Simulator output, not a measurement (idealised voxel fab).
Process module heading - voxel self aligned vias
The cross-section shown here is cut; it is 265 nm wide and divided into square cells measuring 5 nm on a side.
Just so we're on the same page, the cross-sections are grids of square cells, and they're listed out in bands top to bottom, each band one or more rows deep.
Band: top and bottom heights (nm) first, top before bottom; then materials from left to right, widths in nm. "all across" marks a sole material filling the band edge to edge. "blank" denotes empty space.
Heights are measured from 0, the level below which the as-received wafer is all one material; the lowest band has no bottom and continues downward, written as in "0..down".
When a width is written as two numbers, as in "30..40", the first number is the width in the top row of cells of the band and the second is the width in its bottom row, and the width changes by the same amount from each row to the next.
"nothing altered" means the step left every cell of the cross-section as it was.
In the "Closed void catalog" entry, you get each enclosed empty space of 8 cells or more, one with no open way to the top, written width x height at distance, distance from the left edge, in nm.
Where a step's line continues beyond its settings, the continuation is a remark by the simulator itself on that step.
Among the settings permitted on a step's line is "overlay nm"; applied to a step with a mask, it specifies the extent to which the mask lay to the right of its planned position, whereas a negative figure signifies a position to the left.

Below is the list of planned process steps:
- 1: RECEIVE: material Si
- 2: CONFORMAL_DEP: material SiO2, thk nm 15
- 3: CONFORMAL_DEP: material SiCN, thk nm 5
- 4: DIRECTIONAL_DEP: material lowk, thk nm 30
- 5: PATTERN: tone open, mask id LINES, material resist, width nm 20, pitch nm 65, thk nm 20, overlay nm 0
- 6: DIRECTIONAL_ETCH: etch materials lowk, depth nm 30
- 7: STRIP: etch materials resist
- 8: CONFORMAL_DEP: material TiN, thk nm 5
- 9: FILL_DEP: material W, thk nm 5
- 10: CMP: height nm 50
- 11: SELECTIVE_ETCH: etch materials W Ru TiN, depth nm 5
- 12: FILL_DEP: material SiN, thk nm 10
- 13: CMP: height nm 50
- 14: DIRECTIONAL_DEP: material lowk, thk nm 20
- 15: DIRECTIONAL_DEP: material aC, thk nm 10
- 16: PATTERN: tone open, mask id VIAS, material resist, width nm 40, pitch nm 65, thk nm 30, overlay nm 0
- 17: DIRECTIONAL_ETCH: etch materials aC, depth nm 10
- 18: STRIP: etch materials resist
- 19: DIRECTIONAL_ETCH: etch materials lowk, depth nm 20
- 20: DIRECTIONAL_ETCH: etch materials SiN, depth nm 5
- 21: STRIP: etch materials aC
- 22: CONFORMAL_DEP: material TiN, thk nm 5
- 23: FILL_DEP: material W, thk nm 5
- 24: CMP: height nm 70
- 25: CONFORMAL_DEP: material SiCN, thk nm 5

So, the first of our two wafers, run just as we planned it:

As received (post step 1): cross-section:
0..down | Si all across
Closed void catalog: none

Step 2 complete: cross-section through the wafer:
15..0 | SiO2 all across
Rest of section, below 0: as before.

Step 3 complete: cross-section through the wafer:
20..15 | SiCN all across
Rest of section, below 15: as before.

Step 4 complete: cross-section through the wafer:
50..20 | lowk all across
Rest of section, below 20: as before.

Step 5 complete: cross-section through the wafer:
70..50 | resist: 90, then blank: 20, then resist: 45, then blank: 20, then resist: 90
Rest of section, below 50: as before.

Step 6 complete: cross-section through the wafer:
70..50 | resist: 90, then blank: 20, then resist: 45, then blank: 20, then resist: 90
50..20 | lowk: 90, then blank: 20, then lowk: 45, then blank: 20, then lowk: 90
Rest of section, below 20: as before.

Step 7 complete: cross-section through the wafer:
50..20 | lowk: 90, then blank: 20, then lowk: 45, then blank: 20, then lowk: 90
Rest of section, below 20: as before.

Step 8 complete: cross-section through the wafer:
55..50 | TiN: 95, then blank: 10, then TiN: 55, then blank: 10, then TiN: 95
50..25 | lowk: 90, then TiN: 5, then blank: 10, then TiN: 5, then lowk: 45, then TiN: 5, then blank: 10, then TiN: 5, then lowk: 90
25..20 | lowk: 90, then TiN: 20, then lowk: 45, then TiN: 20, then lowk: 90
Rest of section, below 20: as before.

Step 9 complete: cross-section through the wafer:
60..55 | W all across
55..50 | TiN: 95, then W: 10, then TiN: 55, then W: 10, then TiN: 95
50..25 | lowk: 90, then TiN: 5, then W: 10, then TiN: 5, then lowk: 45, then TiN: 5, then W: 10, then TiN: 5, then lowk: 90
Rest of section, below 25: as before.

Step 10 complete: cross-section through the wafer:
50..25 | lowk: 90, then TiN: 5, then W: 10, then TiN: 5, then lowk: 45, then TiN: 5, then W: 10, then TiN: 5, then lowk: 90
Rest of section, below 25: as before.

Step 11 complete: cross-section through the wafer:
50..45 | lowk: 90, then blank: 20, then lowk: 45, then blank: 20, then lowk: 90
Rest of section, below 45: as before.

Step 12 complete: cross-section through the wafer:
60..50 | SiN all across
50..45 | lowk: 90, then SiN: 20, then lowk: 45, then SiN: 20, then lowk: 90
Rest of section, below 45: as before.

Step 13 complete: cross-section through the wafer:
50..45 | lowk: 90, then SiN: 20, then lowk: 45, then SiN: 20, then lowk: 90
Rest of section, below 45: as before.

Step 14 complete: cross-section through the wafer:
70..50 | lowk all across
Rest of section, below 50: as before.

Step 15 complete: cross-section through the wafer:
80..70 | aC all across
Rest of section, below 70: as before.

Step 16 complete: cross-section through the wafer:
110..80 | resist: 80, then blank: 40, then resist: 25, then blank: 40, then resist: 80
Rest of section, below 80: as before.

Step 17 complete: cross-section through the wafer:
100..80 | resist: 80, then blank: 40, then resist: 25, then blank: 40, then resist: 80
80..70 | aC: 80, then blank: 40, then aC: 25, then blank: 40, then aC: 80
Rest of section, below 70: as before.

Step 18 complete: cross-section through the wafer:
80..70 | aC: 80, then blank: 40, then aC: 25, then blank: 40, then aC: 80
Rest of section, below 70: as before.

Step 19 complete: cross-section through the wafer:
80..70 | aC: 80, then blank: 40, then aC: 25, then blank: 40, then aC: 80
70..50 | lowk: 80, then blank: 40, then lowk: 25, then blank: 40, then lowk: 80
Rest of section, below 50: as before.

Step 20 complete: cross-section through the wafer:
80..70 | aC: 80, then blank: 40, then aC: 25, then blank: 40, then aC: 80
70..50 | lowk: 80, then blank: 40, then lowk: 25, then blank: 40, then lowk: 80
50..45 | lowk: 90, then blank: 20, then lowk: 45, then blank: 20, then lowk: 90
Rest of section, below 45: as before.

Step 21 complete: cross-section through the wafer:
70..50 | lowk: 80, then blank: 40, then lowk: 25, then blank: 40, then lowk: 80
Rest of section, below 50: as before.

Step 22 complete: cross-section through the wafer:
75..70 | TiN: 85, then blank: 30, then TiN: 35, then blank: 30, then TiN: 85
70..55 | lowk: 80, then TiN: 5, then blank: 30, then TiN: 5, then lowk: 25, then TiN: 5, then blank: 30, then TiN: 5, then lowk: 80
55..50 | lowk: 80, then TiN: 15, then blank: 10, then TiN: 15, then lowk: 25, then TiN: 15, then blank: 10, then TiN: 15, then lowk: 80
50..45 | lowk: 90, then TiN: 20, then lowk: 45, then TiN: 20, then lowk: 90
Rest of section, below 45: as before.

Step 23 complete: cross-section through the wafer:
80..75 | W all across
75..70 | TiN: 85, then W: 30, then TiN: 35, then W: 30, then TiN: 85
70..55 | lowk: 80, then TiN: 5, then W: 30, then TiN: 5, then lowk: 25, then TiN: 5, then W: 30, then TiN: 5, then lowk: 80
55..50 | lowk: 80, then TiN: 15, then W: 10, then TiN: 15, then lowk: 25, then TiN: 15, then W: 10, then TiN: 15, then lowk: 80
Rest of section, below 50: as before.

Step 24 complete: cross-section through the wafer:
70..55 | lowk: 80, then TiN: 5, then W: 30, then TiN: 5, then lowk: 25, then TiN: 5, then W: 30, then TiN: 5, then lowk: 80
Rest of section, below 55: as before.

Step 25 complete: cross-section through the wafer:
75..70 | SiCN all across
Rest of section, below 70: as before.

Regarding the second of the two wafers: it shared the first wafer's starting condition and process plan, yet one error occurred during its execution. Its history coincides with that of the first wafer up to and including step 15:

Second wafer, sectioned view, at step 16's planned end time:
110..80 | resist: 85, then blank: 40, then resist: 25, then blank: 40, then resist: 75
Rest of section, below 80: as before.

Second wafer, sectioned view, at step 17's planned end time:
100..80 | resist: 85, then blank: 40, then resist: 25, then blank: 40, then resist: 75
80..70 | aC: 85, then blank: 40, then aC: 25, then blank: 40, then aC: 75
Rest of section, below 70: as before.

Second wafer, sectioned view, at step 18's planned end time:
80..70 | aC: 85, then blank: 40, then aC: 25, then blank: 40, then aC: 75
Rest of section, below 70: as before.

Second wafer, sectioned view, at step 19's planned end time:
80..70 | aC: 85, then blank: 40, then aC: 25, then blank: 40, then aC: 75
70..50 | lowk: 85, then blank: 40, then lowk: 25, then blank: 40, then lowk: 75
Rest of section, below 50: as before.

Second wafer, sectioned view, at step 20's planned end time:
80..70 | aC: 85, then blank: 40, then aC: 25, then blank: 40, then aC: 75
70..50 | lowk: 85, then blank: 40, then lowk: 25, then blank: 40, then lowk: 75
50..45 | lowk: 90, then blank: 20, then lowk: 45, then blank: 20, then lowk: 90
Rest of section, below 45: as before.

Second wafer, sectioned view, at step 21's planned end time:
70..50 | lowk: 85, then blank: 40, then lowk: 25, then blank: 40, then lowk: 75
Rest of section, below 50: as before.

Second wafer, sectioned view, at step 22's planned end time:
75..70 | TiN: 90, then blank: 30, then TiN: 35, then blank: 30, then TiN: 80
70..55 | lowk: 85, then TiN: 5, then blank: 30, then TiN: 5, then lowk: 25, then TiN: 5, then blank: 30, then TiN: 5, then lowk: 75
55..50 | lowk: 85, then TiN: 10, then blank: 10, then TiN: 20, then lowk: 25, then TiN: 10, then blank: 10, then TiN: 20, then lowk: 75
50..45 | lowk: 90, then TiN: 20, then lowk: 45, then TiN: 20, then lowk: 90
Rest of section, below 45: as before.

Second wafer, sectioned view, at step 23's planned end time:
80..75 | W all across
75..70 | TiN: 90, then W: 30, then TiN: 35, then W: 30, then TiN: 80
70..55 | lowk: 85, then TiN: 5, then W: 30, then TiN: 5, then lowk: 25, then TiN: 5, then W: 30, then TiN: 5, then lowk: 75
55..50 | lowk: 85, then TiN: 10, then W: 10, then TiN: 20, then lowk: 25, then TiN: 10, then W: 10, then TiN: 20, then lowk: 75
Rest of section, below 50: as before.

Second wafer, sectioned view, at step 24's planned end time:
70..55 | lowk: 85, then TiN: 5, then W: 30, then TiN: 5, then lowk: 25, then TiN: 5, then W: 30, then TiN: 5, then lowk: 75
Rest of section, below 55: as before.

Second wafer, sectioned view, at step 25's planned end time:
75..70 | SiCN all across
Rest of section, below 70: as before.
Finding, execution versus plan: step 16 did not use the planned setting and instead ran as PATTERN: tone open, mask id VIAS, material resist, width nm 40, pitch nm 65, thk nm 30, overlay nm 5
When the process is done, the second wafer contains the same cell count of every material as the first wafer, but distributed over other locations.
